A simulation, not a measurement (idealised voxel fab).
process module | voxel released beams
cross-section cut | 170 nm wide | cells 5 nm
A cross-section is a grid of square cells, given in bands from the top down. A band is one or more rows of cells.
Each band's line starts with the height of the band's top and of its bottom, in nm. Then come its materials from left to right, each with its width in nm. One material with "throughout" fills the band from edge to edge. "air" is empty space.
Height 0 is the level under which the wafer as received is all one material. The lowest band goes on downwards, as in "0 down".
A width such as "30 to 40" changes by the same amount from each row of cells to the next, from the band's top row to its bottom row.
"no change" after a step means that no cell of the cross-section changed.
closed voids: empty space of 8 cells or more with no open way to the top, each as width x height at its distance from the left edge, in nm
after a step's settings: what the simulator itself notes on the step
overlay nm, on a step with a mask: how far to the right of its planned place the mask lay; to the left if negative
Each pair below shows a cross-section before one step and the cross-section after it, down to the lowest band that changed. The line under each pair gives the step between them, with its settings. The pairs can come from different runs of this module on the same starting wafer, so a pair continues from the pair above only where its "before" says so.
before
  0 down: Si throughout
  closed voids: none
after
  5 to 0: Al2O3 throughout
  below 0: unchanged
  closed voids: none
the step between: op CONFORMAL_DEP | material Al2O3 | thk nm 5
before: the cross-section after the pair above
after
  15 to 5: SiO2 throughout
  below 5: unchanged
  closed voids: none
the step between: op DIRECTIONAL_DEP | material SiO2 | thk nm 10
before: the cross-section after the pair above
after
  25 to 15: aC throughout
  below 15: unchanged
  closed voids: none
the step between: op DIRECTIONAL_DEP | material aC | thk nm 10
before: the cross-section after the pair above
after
  50 to 25: resist 40 | air 35 | resist 95
  below 25: unchanged
  closed voids: none
the step between: op PATTERN | tone open | mask id ANCHOR | material resist | width nm 35 | thk nm 25 | overlay nm 0
before: the cross-section after the pair above
after
  40 to 25: resist 40 | air 35 | resist 95
  25 to 15: aC 40 | air 35 | aC 95
  below 15: unchanged
  closed voids: none
the step between: op DIRECTIONAL_ETCH | etch materials aC | depth nm 10
before: the cross-section after the pair above
after
  25 to 15: aC 40 | air 35 | aC 95
  below 15: unchanged
  closed voids: none
the step between: op STRIP | etch materials resist
before: the cross-section after the pair above
after
  25 to 15: aC 40 | air 35 | aC 95
  15 to 5: SiO2 40 | air 35 | SiO2 95
  below 5: unchanged
  closed voids: none
the step between: op DIRECTIONAL_ETCH | etch materials SiO2 | depth nm 10
before: the cross-section after the pair above
after
  15 to 5: SiO2 40 | air 35 | SiO2 95
  below 5: unchanged
  closed voids: none
the step between: op STRIP | etch materials aC
before: the cross-section after the pair above
after
  25 to 15: SiN 50 | air 15 | SiN 105
  15 to 5: SiO2 40 | SiN 35 | SiO2 95
  below 5: unchanged
  closed voids: none
the step between: op CONFORMAL_DEP | material SiN | thk nm 10
before: the cross-section after the pair above
after
  35 to 25: aC 50 | air 15 | aC 105
  25 to 15: SiN 50 | aC 15 | SiN 105
  below 15: unchanged
  closed voids: none
the step between: op DIRECTIONAL_DEP | material aC | thk nm 10
before: the cross-section after the pair above
after
  65 to 35: air 35 | resist 90 | air 45
  35 to 25: aC 50 | resist 15 | aC 105
  below 25: unchanged
  closed voids: none
the step between: op PATTERN | tone cover | mask id BEAM | material resist | width nm 90 | thk nm 30 | overlay nm 0
before: the cross-section after the pair above
after
  55 to 35: air 35 | resist 90 | air 45
  35 to 25: air 35 | aC 15 | resist 15 | aC 60 | air 45
  below 25: unchanged
  closed voids: none
the step between: op DIRECTIONAL_ETCH | etch materials aC | depth nm 10
before: the cross-section after the pair above
after
  35 to 25: air 35 | aC 15 | air 15 | aC 60 | air 45
  below 25: unchanged
  closed voids: none
the step between: op STRIP | etch materials resist
before: the cross-section after the pair above
after
  35 to 25: air 35 | aC 15 | air 15 | aC 60 | air 45
  25 to 15: air 35 | SiN 15 | aC 15 | SiN 60 | air 45
  below 15: unchanged
  closed voids: none
the step between: op DIRECTIONAL_ETCH | etch materials SiN | depth nm 10
before: the cross-section after the pair above
after
  25 to 15: air 35 | SiN 15 | air 15 | SiN 60 | air 45
  below 15: unchanged
  closed voids: none
the step between: op STRIP | etch materials aC
before: the cross-section after the pair above
after
  25 to 15: air 35 | SiN 15 | air 15 | SiN 60 | air 45
  15 to 5: air 40 | SiN 35 | air 95
  below 5: unchanged
  closed voids: none
the step between: op STRIP | etch materials SiO2
before
  0 down: Si throughout
  closed voids: none
after
  10 to 0: SiO2 throughout
  below 0: unchanged
  closed voids: none
the step between: op DIRECTIONAL_DEP | material SiO2 | thk nm 10
before: the cross-section after the pair above
after
  20 to 10: aC throughout
  below 10: unchanged
  closed voids: none
the step between: op DIRECTIONAL_DEP | material aC | thk nm 10
before: the cross-section after the pair above
after
  45 to 20: resist 40 | air 35 | resist 95
  below 20: unchanged
  closed voids: none
the step between: op PATTERN | tone open | mask id ANCHOR | material resist | width nm 35 | thk nm 25 | overlay nm 0
before: the cross-section after the pair above
after
  35 to 20: resist 40 | air 35 | resist 95
  20 to 10: aC 40 | air 35 | aC 95
  below 10: unchanged
  closed voids: none
the step between: op DIRECTIONAL_ETCH | etch materials aC | depth nm 10
before: the cross-section after the pair above
after
  20 to 10: aC 40 | air 35 | aC 95
  below 10: unchanged
  closed voids: none
the step between: op STRIP | etch materials resist
before: the cross-section after the pair above
after
  20 to 10: aC 40 | air 35 | aC 95
  10 to 0: SiO2 40 | air 35 | SiO2 95
  below 0: unchanged
  closed voids: none
the step between: op DIRECTIONAL_ETCH | etch materials SiO2 | depth nm 10
before: the cross-section after the pair above
after
  10 to 0: SiO2 40 | air 35 | SiO2 95
  below 0: unchanged
  closed voids: none
the step between: op STRIP | etch materials aC
before: the cross-section after the pair above
after
  20 to 10: SiN 50 | air 15 | SiN 105
  10 to 0: SiO2 40 | SiN 35 | SiO2 95
  below 0: unchanged
  closed voids: none
the step between: op CONFORMAL_DEP | material SiN | thk nm 10
before: the cross-section after the pair above
after
  30 to 20: aC 50 | air 15 | aC 105
  20 to 10: SiN 50 | aC 15 | SiN 105
  below 10: unchanged
  closed voids: none
the step between: op DIRECTIONAL_DEP | material aC | thk nm 10
before: the cross-section after the pair above
after
  60 to 30: air 35 | resist 90 | air 45
  30 to 20: aC 50 | resist 15 | aC 105
  below 20: unchanged
  closed voids: none
the step between: op PATTERN | tone cover | mask id BEAM | material resist | width nm 90 | thk nm 30 | overlay nm 0
before: the cross-section after the pair above
after
  50 to 30: air 35 | resist 90 | air 45
  30 to 20: air 35 | aC 15 | resist 15 | aC 60 | air 45
  below 20: unchanged
  closed voids: none
the step between: op DIRECTIONAL_ETCH | etch materials aC | depth nm 10
before: the cross-section after the pair above
after
  30 to 20: air 35 | aC 15 | air 15 | aC 60 | air 45
  below 20: unchanged
  closed voids: none
the step between: op STRIP | etch materials resist
before: the cross-section after the pair above
after
  30 to 20: air 35 | aC 15 | air 15 | aC 60 | air 45
  20 to 10: air 35 | SiN 15 | aC 15 | SiN 60 | air 45
  below 10: unchanged
  closed voids: none
the step between: op DIRECTIONAL_ETCH | etch materials SiN | depth nm 10
before: the cross-section after the pair above
after
  20 to 10: air 35 | SiN 15 | air 15 | SiN 60 | air 45
  below 10: unchanged
  closed voids: none
the step between: op STRIP | etch materials aC
before: the cross-section after the pair above
after
  20 to 10: air 35 | SiN 15 | air 15 | SiN 60 | air 45
  10 to 0: air 40 | SiN 35 | air 95
  below 0: unchanged
  closed voids: none
the step between: op STRIP | etch materials SiO2
before
  55 to 35: air 35 | resist 90 | air 45
  35 to 25: air 35 | aC 15 | resist 15 | aC 60 | air 45
  25 to 15: SiN 50 | aC 15 | SiN 105
  15 to 5: SiO2 40 | SiN 35 | SiO2 95
  5 to 0: Al2O3 throughout
  0 down: Si throughout
  closed voids: none
after
  45 to 35: air 35 | resist 90 | air 45
  below 35: unchanged
  closed voids: none
the step between: op DIRECTIONAL_ETCH | etch materials aC | depth nm 10
before: the cross-section after the pair above
after
  35 to 25: air 35 | aC 15 | air 15 | aC 60 | air 45
  below 25: unchanged
  closed voids: none
the step between: op STRIP | etch materials resist
before
  10 to 0: SiO2 throughout
  0 down: Si throughout
  closed voids: none
after
  15 to 10: Al2O3 throughout
  below 10: unchanged
  closed voids: none
the step between: op CONFORMAL_DEP | material Al2O3 | thk nm 5
before: the cross-section after the pair above
after
  25 to 15: aC throughout
  below 15: unchanged
  closed voids: none
the step between: op DIRECTIONAL_DEP | material aC | thk nm 10
before: the cross-section after the pair above
after
  50 to 25: resist 40 | air 35 | resist 95
  below 25: unchanged
  closed voids: none
the step between: op PATTERN | tone open | mask id ANCHOR | material resist | width nm 35 | thk nm 25 | overlay nm 0
before: the cross-section after the pair above
after
  40 to 25: resist 40 | air 35 | resist 95
  25 to 15: aC 40 | air 35 | aC 95
  below 15: unchanged
  closed voids: none
the step between: op DIRECTIONAL_ETCH | etch materials aC | depth nm 10
before: the cross-section after the pair above
after
  25 to 15: aC 40 | air 35 | aC 95
  below 15: unchanged
  closed voids: none
the step between: op STRIP | etch materials resist
before: the cross-section after the pair above
after
  15 to 10: Al2O3 throughout
  below 10: unchanged
  closed voids: none
the step between: op STRIP | etch materials aC
before: the cross-section after the pair above
after
  25 to 15: SiN throughout
  below 15: unchanged
  closed voids: none
the step between: op CONFORMAL_DEP | material SiN | thk nm 10
before: the cross-section after the pair above
after
  35 to 25: aC throughout
  below 25: unchanged
  closed voids: none
the step between: op DIRECTIONAL_DEP | material aC | thk nm 10
before: the cross-section after the pair above
after
  65 to 35: air 35 | resist 90 | air 45
  below 35: unchanged
  closed voids: none
the step between: op PATTERN | tone cover | mask id BEAM | material resist | width nm 90 | thk nm 30 | overlay nm 0
before: the cross-section after the pair above
after
  55 to 35: air 35 | resist 90 | air 45
  35 to 25: air 35 | aC 90 | air 45
  below 25: unchanged
  closed voids: none
the step between: op DIRECTIONAL_ETCH | etch materials aC | depth nm 10
before: the cross-section after the pair above
after
  35 to 25: air 35 | aC 90 | air 45
  below 25: unchanged
  closed voids: none
the step between: op STRIP | etch materials resist
before: the cross-section after the pair above
after
  35 to 25: air 35 | aC 90 | air 45
  25 to 15: air 35 | SiN 90 | air 45
  below 15: unchanged
  closed voids: none
the step between: op DIRECTIONAL_ETCH | etch materials SiN | depth nm 10
before: the cross-section after the pair above
after
  25 to 15: air 35 | SiN 90 | air 45
  below 15: unchanged
  closed voids: none
the step between: op STRIP | etch materials aC
before
  35 to 25: air 35 | aC 15 | air 15 | aC 60 | air 45
  25 to 15: SiN 50 | aC 15 | SiN 105
  15 to 5: SiO2 40 | SiN 35 | SiO2 95
  5 to 0: Al2O3 throughout
  0 down: Si throughout
  closed voids: none
after
  35 to 25: air 35 | aC 15 | air 15 | aC 60 | air 45
  25 to 20: air 35 | SiN 15 | aC 15 | SiN 60 | air 45
  below 20: unchanged
  closed voids: none
the step between: op DIRECTIONAL_ETCH | etch materials SiN | depth nm 5
before: the cross-section after the pair above
after
  25 to 20: air 35 | SiN 15 | air 15 | SiN 60 | air 45
  20 to 15: SiN 50 | air 15 | SiN 105
  below 15: unchanged
  closed voids: none
the step between: op STRIP | etch materials aC
before
  25 to 15: aC throughout
  15 to 5: SiO2 throughout
  5 to 0: Al2O3 throughout
  0 down: Si throughout
  closed voids: none
after
  50 to 25: resist 35 | air 45 | resist 90
  below 25: unchanged
  closed voids: none
the step between: op PATTERN | tone open | mask id ANCHOR | material resist | width nm 45 | thk nm 25 | overlay nm 0
before: the cross-section after the pair above
after
  40 to 25: resist 35 | air 45 | resist 90
  25 to 15: aC 35 | air 45 | aC 90
  below 15: unchanged
  closed voids: none
the step between: op DIRECTIONAL_ETCH | etch materials aC | depth nm 10
before: the cross-section after the pair above
after
  25 to 15: aC 35 | air 45 | aC 90
  below 15: unchanged
  closed voids: none
the step between: op STRIP | etch materials resist
before: the cross-section after the pair above
after
  25 to 15: aC 35 | air 45 | aC 90
  15 to 5: SiO2 35 | air 45 | SiO2 90
  below 5: unchanged
  closed voids: none
the step between: op DIRECTIONAL_ETCH | etch materials SiO2 | depth nm 10
before: the cross-section after the pair above
after
  15 to 5: SiO2 35 | air 45 | SiO2 90
  below 5: unchanged
  closed voids: none
the step between: op STRIP | etch materials aC
before: the cross-section after the pair above
after
  25 to 15: SiN 45 | air 25 | SiN 100
  15 to 5: SiO2 35 | SiN 45 | SiO2 90
  below 5: unchanged
  closed voids: none
the step between: op CONFORMAL_DEP | material SiN | thk nm 10
before: the cross-section after the pair above
after
  35 to 25: aC 45 | air 25 | aC 100
  25 to 15: SiN 45 | aC 25 | SiN 100
  below 15: unchanged
  closed voids: none
the step between: op DIRECTIONAL_DEP | material aC | thk nm 10
before: the cross-section after the pair above
after
  65 to 35: air 35 | resist 90 | air 45
  35 to 25: aC 45 | resist 25 | aC 100
  below 25: unchanged
  closed voids: none
the step between: op PATTERN | tone cover | mask id BEAM | material resist | width nm 90 | thk nm 30 | overlay nm 0
before: the cross-section after the pair above
after
  55 to 35: air 35 | resist 90 | air 45
  35 to 25: air 35 | aC 10 | resist 25 | aC 55 | air 45
  below 25: unchanged
  closed voids: none
the step between: op DIRECTIONAL_ETCH | etch materials aC | depth nm 10
before: the cross-section after the pair above
after
  35 to 25: air 35 | aC 10 | air 25 | aC 55 | air 45
  below 25: unchanged
  closed voids: none
the step between: op STRIP | etch materials resist
before: the cross-section after the pair above
after
  35 to 25: air 35 | aC 10 | air 25 | aC 55 | air 45
  25 to 15: air 35 | SiN 10 | aC 25 | SiN 55 | air 45
  below 15: unchanged
  closed voids: none
the step between: op DIRECTIONAL_ETCH | etch materials SiN | depth nm 10
before: the cross-section after the pair above
after
  25 to 15: air 35 | SiN 10 | air 25 | SiN 55 | air 45
  below 15: unchanged
  closed voids: none
the step between: op STRIP | etch materials aC
before: the cross-section after the pair above
after
  25 to 15: air 35 | SiN 10 | air 25 | SiN 55 | air 45
  15 to 5: air 35 | SiN 45 | air 90
  below 5: unchanged
  closed voids: none
the step between: op STRIP | etch materials SiO2
before
  35 to 25: aC 50 | air 15 | aC 105
  25 to 15: SiN 50 | aC 15 | SiN 105
  15 to 5: SiO2 40 | SiN 35 | SiO2 95
  5 to 0: Al2O3 throughout
  0 down: Si throughout
  closed voids: none
after
  65 to 35: air 30 | resist 90 | air 50
  35 to 25: aC 50 | resist 15 | aC 105
  below 25: unchanged
  closed voids: none
the step between: op PATTERN | tone cover | mask id BEAM | material resist | width nm 90 | thk nm 30 | overlay nm -5
before: the cross-section after the pair above
after
  55 to 35: air 30 | resist 90 | air 50
  35 to 25: air 30 | aC 20 | resist 15 | aC 55 | air 50
  below 25: unchanged
  closed voids: none
the step between: op DIRECTIONAL_ETCH | etch materials aC | depth nm 10
before: the cross-section after the pair above
after
  35 to 25: air 30 | aC 20 | air 15 | aC 55 | air 50
  below 25: unchanged
  closed voids: none
the step between: op STRIP | etch materials resist
before: the cross-section after the pair above
after
  35 to 25: air 30 | aC 20 | air 15 | aC 55 | air 50
  25 to 15: air 30 | SiN 20 | aC 15 | SiN 55 | air 50
  below 15: unchanged
  closed voids: none
the step between: op DIRECTIONAL_ETCH | etch materials SiN | depth nm 10
before: the cross-section after the pair above
after
  25 to 15: air 30 | SiN 20 | air 15 | SiN 55 | air 50
  below 15: unchanged
  closed voids: none
the step between: op STRIP | etch materials aC
before: the cross-section after the pair above
after
  25 to 15: air 30 | SiN 20 | air 15 | SiN 55 | air 50
  15 to 5: air 40 | SiN 35 | air 95
  below 5: unchanged
  closed voids: none
the step between: op STRIP | etch materials SiO2
before
  5 to 0: Al2O3 throughout
  0 down: Si throughout
  closed voids: none
after
  15 to 0: Al2O3 throughout
  below 0: unchanged
  closed voids: none
the step between: op DIRECTIONAL_DEP | material Al2O3 | thk nm 10
before: the cross-section after the pair above
after
  25 to 15: aC throughout
  below 15: unchanged
  closed voids: none
the step between: op DIRECTIONAL_DEP | material aC | thk nm 10
before: the cross-section after the pair above
after
  50 to 25: resist 40 | air 35 | resist 95
  below 25: unchanged
  closed voids: none
the step between: op PATTERN | tone open | mask id ANCHOR | material resist | width nm 35 | thk nm 25 | overlay nm 0
before: the cross-section after the pair above
after
  40 to 25: resist 40 | air 35 | resist 95
  25 to 15: aC 40 | air 35 | aC 95
  below 15: unchanged
  closed voids: none
the step between: op DIRECTIONAL_ETCH | etch materials aC | depth nm 10
before: the cross-section after the pair above
after
  25 to 15: aC 40 | air 35 | aC 95
  below 15: unchanged
  closed voids: none
the step between: op STRIP | etch materials resist
before: the cross-section after the pair above
after
  15 to 0: Al2O3 throughout
  below 0: unchanged
  closed voids: none
the step between: op STRIP | etch materials aC
before: the cross-section after the pair above
after
  25 to 15: SiN throughout
  below 15: unchanged
  closed voids: none
the step between: op CONFORMAL_DEP | material SiN | thk nm 10
before: the cross-section after the pair above
after
  35 to 25: aC throughout
  below 25: unchanged
  closed voids: none
the step between: op DIRECTIONAL_DEP | material aC | thk nm 10
before: the cross-section after the pair above
after
  65 to 35: air 35 | resist 90 | air 45
  below 35: unchanged
  closed voids: none
the step between: op PATTERN | tone cover | mask id BEAM | material resist | width nm 90 | thk nm 30 | overlay nm 0
before: the cross-section after the pair above
after
  55 to 35: air 35 | resist 90 | air 45
  35 to 25: air 35 | aC 90 | air 45
  below 25: unchanged
  closed voids: none
the step between: op DIRECTIONAL_ETCH | etch materials aC | depth nm 10
before: the cross-section after the pair above
after
  35 to 25: air 35 | aC 90 | air 45
  below 25: unchanged
  closed voids: none
the step between: op STRIP | etch materials resist
before: the cross-section after the pair above
after
  35 to 25: air 35 | aC 90 | air 45
  25 to 15: air 35 | SiN 90 | air 45
  below 15: unchanged
  closed voids: none
the step between: op DIRECTIONAL_ETCH | etch materials SiN | depth nm 10
before: the cross-section after the pair above
after
  25 to 15: air 35 | SiN 90 | air 45
  below 15: unchanged
  closed voids: none
the step between: op STRIP | etch materials aC
before
  25 to 15: aC throughout
  15 to 5: SiO2 throughout
  5 to 0: Al2O3 throughout
  0 down: Si throughout
  closed voids: none
after
  50 to 25: air 40 | resist 35 | air 95
  below 25: unchanged
  closed voids: none
the step between: op PATTERN | tone cover | mask id ANCHOR | material resist | width nm 35 | thk nm 25 | overlay nm 0
before: the cross-section after the pair above
after
  40 to 25: air 40 | resist 35 | air 95
  25 to 15: air 40 | aC 35 | air 95
  below 15: unchanged
  closed voids: none
the step between: op DIRECTIONAL_ETCH | etch materials aC | depth nm 10
before: the cross-section after the pair above
after
  25 to 15: air 40 | aC 35 | air 95
  below 15: unchanged
  closed voids: none
the step between: op STRIP | etch materials resist
before: the cross-section after the pair above
after
  25 to 15: air 40 | aC 35 | air 95
  15 to 5: air 40 | SiO2 35 | air 95
  below 5: unchanged
  closed voids: none
the step between: op DIRECTIONAL_ETCH | etch materials SiO2 | depth nm 10
before: the cross-section after the pair above
after
  15 to 5: air 40 | SiO2 35 | air 95
  below 5: unchanged
  closed voids: none
the step between: op STRIP | etch materials aC
before: the cross-section after the pair above
after
  25 to 15: air 30 | SiN 55 | air 85
  15 to 5: SiN 40 | SiO2 35 | SiN 95
  below 5: unchanged
  closed voids: none
the step between: op CONFORMAL_DEP | material SiN | thk nm 10
before: the cross-section after the pair above
after
  35 to 25: air 30 | aC 55 | air 85
  25 to 15: aC 30 | SiN 55 | aC 85
  below 15: unchanged
  closed voids: none
the step between: op DIRECTIONAL_DEP | material aC | thk nm 10
before: the cross-section after the pair above
after
  65 to 35: air 35 | resist 90 | air 45
  35 to 25: air 30 | aC 55 | resist 40 | air 45
  below 25: unchanged
  closed voids: none
the step between: op PATTERN | tone cover | mask id BEAM | material resist | width nm 90 | thk nm 30 | overlay nm 0
before: the cross-section after the pair above
after
  55 to 35: air 35 | resist 90 | air 45
  35 to 25: air 35 | aC 50 | resist 40 | air 45
  25 to 15: air 30 | SiN 55 | aC 40 | air 45
  below 15: unchanged
  closed voids: none
the step between: op DIRECTIONAL_ETCH | etch materials aC | depth nm 10
before: the cross-section after the pair above
after
  35 to 25: air 35 | aC 50 | air 85
  below 25: unchanged
  closed voids: none
the step between: op STRIP | etch materials resist
before: the cross-section after the pair above
after
  35 to 25: air 35 | aC 50 | air 85
  25 to 15: air 35 | SiN 50 | aC 40 | air 45
  15 to 5: air 30 | SiN 10 | SiO2 35 | SiN 50 | air 45
  below 5: unchanged
  closed voids: none
the step between: op DIRECTIONAL_ETCH | etch materials SiN | depth nm 10
before: the cross-section after the pair above
after
  25 to 15: air 35 | SiN 50 | air 85
  below 15: unchanged
  closed voids: none
the step between: op STRIP | etch materials aC
